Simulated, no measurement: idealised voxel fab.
The document below concerns the process module designated voxel ribs on slabs.
FYI the section here is cut, 250 nm wide, cells are 5 nm squares.
Heads up, the way a cross-section reads in here is a grid of square cells, handed over as bands from the top down, with every band being one or more rows of cells. Band entry format. Leading values: height of top, height of bottom, nm. Remainder: materials in left-to-right order, each with its width in nm. Special words: "full width" on a single material, which then fills the band edge to edge; "empty", empty space. Ref level 0: as-received wafer is one material below here. Bottom band extends down with no lower bound ("from 0 down"). Per-row width for "30->40": begins at first number (top row of band), ends at second number (bottom row), increment between rows held constant. "no change" means the step left every cell of the cross-section as it was. "Closed void listing" specifies each empty space that is not open to the top and that occupies no fewer than 8 cells, using the form width x height at distance, the distance measured from the left edge and all three quantities in nm. Where a step's line continues beyond its settings, the continuation is a remark by the simulator itself on that step. "overlay nm" denotes, for a step that has a mask, the displacement of the mask to the right of its planned place, with negative values corresponding to the left.

[So here's the lineup of process steps we planned]
1) RECEIVE [material Si]
2) DIRECTIONAL_DEP [material SiO2] [thk nm 25]
3) DIRECTIONAL_DEP [material SiN] [thk nm 25]
4) MASKED_ETCH [tone cover] [mask id RIB] [width nm 15] [etch materials SiN] [depth nm 20] [overlay nm 0]
5) DIRECTIONAL_DEP [material aC] [thk nm 10]
6) PATTERN [tone cover] [mask id SLAB] [material resist] [width nm 55] [thk nm 25] [overlay nm 0]
7) DIRECTIONAL_ETCH [etch materials aC] [depth nm 10]
8) STRIP [etch materials resist]
9) DIRECTIONAL_ETCH [etch materials SiN] [depth nm 5]
10) STRIP [etch materials aC]
11) FILL_DEP [material SiO2] [thk nm 25]
12) CMP [height nm 65]
13) DIRECTIONAL_DEP [material TiN] [thk nm 10]
14) MASKED_ETCH [tone cover] [mask id HEATER] [width nm 25] [etch materials TiN] [depth nm 10] [overlay nm 0]
15) CONFORMAL_DEP [material SiN] [thk nm 5]

[The following pertains to the first of two wafers, which was processed as planned]

[So this is the incoming wafer in cross-section - it's already been through step 1]
> from 0 down: Si full width
> Closed void listing: none

[after step 2]
> from 25 to 0: SiO2 full width
> Below a height of 0, the structure has not been altered.

[after step 3]
> from 50 to 25: SiN full width
> Below a height of 25, the structure has not been altered.

[after step 4]
> from 50 to 30: empty: 115  SiN: 15  empty: 120
> Below a height of 30, the structure has not been altered.

[after step 5]
> from 60 to 50: empty: 115  aC: 15  empty: 120
> from 50 to 40: empty: 115  SiN: 15  empty: 120
> from 40 to 30: aC: 115  SiN: 15  aC: 120
> Below a height of 30, the structure has not been altered.

[after step 6]
> from 85 to 60: empty: 95  resist: 55  empty: 100
> from 60 to 50: empty: 95  resist: 20  aC: 15  resist: 20  empty: 100
> from 50 to 40: empty: 95  resist: 20  SiN: 15  resist: 20  empty: 100
> Below a height of 40, the structure has not been altered.

[after step 7]
> from 75 to 60: empty: 95  resist: 55  empty: 100
> from 60 to 50: empty: 95  resist: 20  aC: 15  resist: 20  empty: 100
> from 50 to 40: empty: 95  resist: 20  SiN: 15  resist: 20  empty: 100
> from 40 to 30: empty: 95  aC: 20  SiN: 15  aC: 20  empty: 100
> Below a height of 30, the structure has not been altered.

[after step 8]
> from 60 to 50: empty: 115  aC: 15  empty: 120
> from 50 to 40: empty: 115  SiN: 15  empty: 120
> Below a height of 40, the structure has not been altered.

[after step 9]
> from 60 to 50: empty: 115  aC: 15  empty: 120
> from 50 to 40: empty: 115  SiN: 15  empty: 120
> from 40 to 30: empty: 95  aC: 20  SiN: 15  aC: 20  empty: 100
> from 30 to 25: empty: 95  SiN: 55  empty: 100
> Below a height of 25, the structure has not been altered.

[after step 10]
> from 50 to 30: empty: 115  SiN: 15  empty: 120
> Below a height of 30, the structure has not been altered.

[after step 11]
> from 75 to 50: SiO2 full width
> from 50 to 30: SiO2: 115  SiN: 15  SiO2: 120
> from 30 to 25: SiO2: 95  SiN: 55  SiO2: 100
> Below a height of 25, the structure has not been altered.

[after step 12]
> from 65 to 50: SiO2 full width
> Below a height of 50, the structure has not been altered.

[after step 13]
> from 75 to 65: TiN full width
> Below a height of 65, the structure has not been altered.

[after step 14]
> from 75 to 65: empty: 110  TiN: 25  empty: 115
> Below a height of 65, the structure has not been altered.

[after step 15]
> from 80 to 75: empty: 105  SiN: 35  empty: 110
> from 75 to 70: empty: 105  SiN: 5  TiN: 25  SiN: 5  empty: 110
> from 70 to 65: SiN: 110  TiN: 25  SiN: 115
> Below a height of 65, the structure has not been altered.

[The Second Wafer: Common Origin and Plan, One Mistake in Execution, Identical to the First Through Step 3]

[Planned end of step 4: second wafer, cross-section]
> from 50 to 30: empty: 115  SiN: 20  empty: 115
> Below a height of 30, the structure has not been altered.

[Planned end of step 5: second wafer, cross-section]
> from 60 to 50: empty: 115  aC: 20  empty: 115
> from 50 to 40: empty: 115  SiN: 20  empty: 115
> from 40 to 30: aC: 115  SiN: 20  aC: 115
> Below a height of 30, the structure has not been altered.

[Planned end of step 6: second wafer, cross-section]
> from 85 to 60: empty: 95  resist: 55  empty: 100
> from 60 to 50: empty: 95  resist: 20  aC: 20  resist: 15  empty: 100
> from 50 to 40: empty: 95  resist: 20  SiN: 20  resist: 15  empty: 100
> Below a height of 40, the structure has not been altered.

[Planned end of step 7: second wafer, cross-section]
> from 75 to 60: empty: 95  resist: 55  empty: 100
> from 60 to 50: empty: 95  resist: 20  aC: 20  resist: 15  empty: 100
> from 50 to 40: empty: 95  resist: 20  SiN: 20  resist: 15  empty: 100
> from 40 to 30: empty: 95  aC: 20  SiN: 20  aC: 15  empty: 100
> Below a height of 30, the structure has not been altered.

[Planned end of step 8: second wafer, cross-section]
> from 60 to 50: empty: 115  aC: 20  empty: 115
> from 50 to 40: empty: 115  SiN: 20  empty: 115
> Below a height of 40, the structure has not been altered.

[Planned end of step 9: second wafer, cross-section]
> from 60 to 50: empty: 115  aC: 20  empty: 115
> from 50 to 40: empty: 115  SiN: 20  empty: 115
> from 40 to 30: empty: 95  aC: 20  SiN: 20  aC: 15  empty: 100
> from 30 to 25: empty: 95  SiN: 55  empty: 100
> Below a height of 25, the structure has not been altered.

[Planned end of step 10: second wafer, cross-section]
> from 50 to 30: empty: 115  SiN: 20  empty: 115
> Below a height of 30, the structure has not been altered.

[Planned end of step 11: second wafer, cross-section]
> from 75 to 50: SiO2 full width
> from 50 to 30: SiO2: 115  SiN: 20  SiO2: 115
> from 30 to 25: SiO2: 95  SiN: 55  SiO2: 100
> Below a height of 25, the structure has not been altered.

[Planned end of step 12: second wafer, cross-section]
> from 65 to 50: SiO2 full width
> Below a height of 50, the structure has not been altered.

[Planned end of step 13: second wafer, cross-section]
> from 75 to 65: TiN full width
> Below a height of 65, the structure has not been altered.

[Planned end of step 14: second wafer, cross-section]
> from 75 to 65: empty: 110  TiN: 25  empty: 115
> Below a height of 65, the structure has not been altered.

[Planned end of step 15: second wafer, cross-section]
> from 80 to 75: empty: 105  SiN: 35  empty: 110
> from 75 to 70: empty: 105  SiN: 5  TiN: 25  SiN: 5  empty: 110
> from 70 to 65: SiN: 110  TiN: 25  SiN: 115
> Below a height of 65, the structure has not been altered.
Error vs. plan: step 4 was not run as planned; what actually ran was MASKED_ETCH [tone cover] [mask id RIB] [width nm 20] [etch materials SiN] [depth nm 20] [overlay nm 0]
At the finish, the second wafer shows more or fewer cells for some materials than the first does: +4 SiN, -4 SiO2
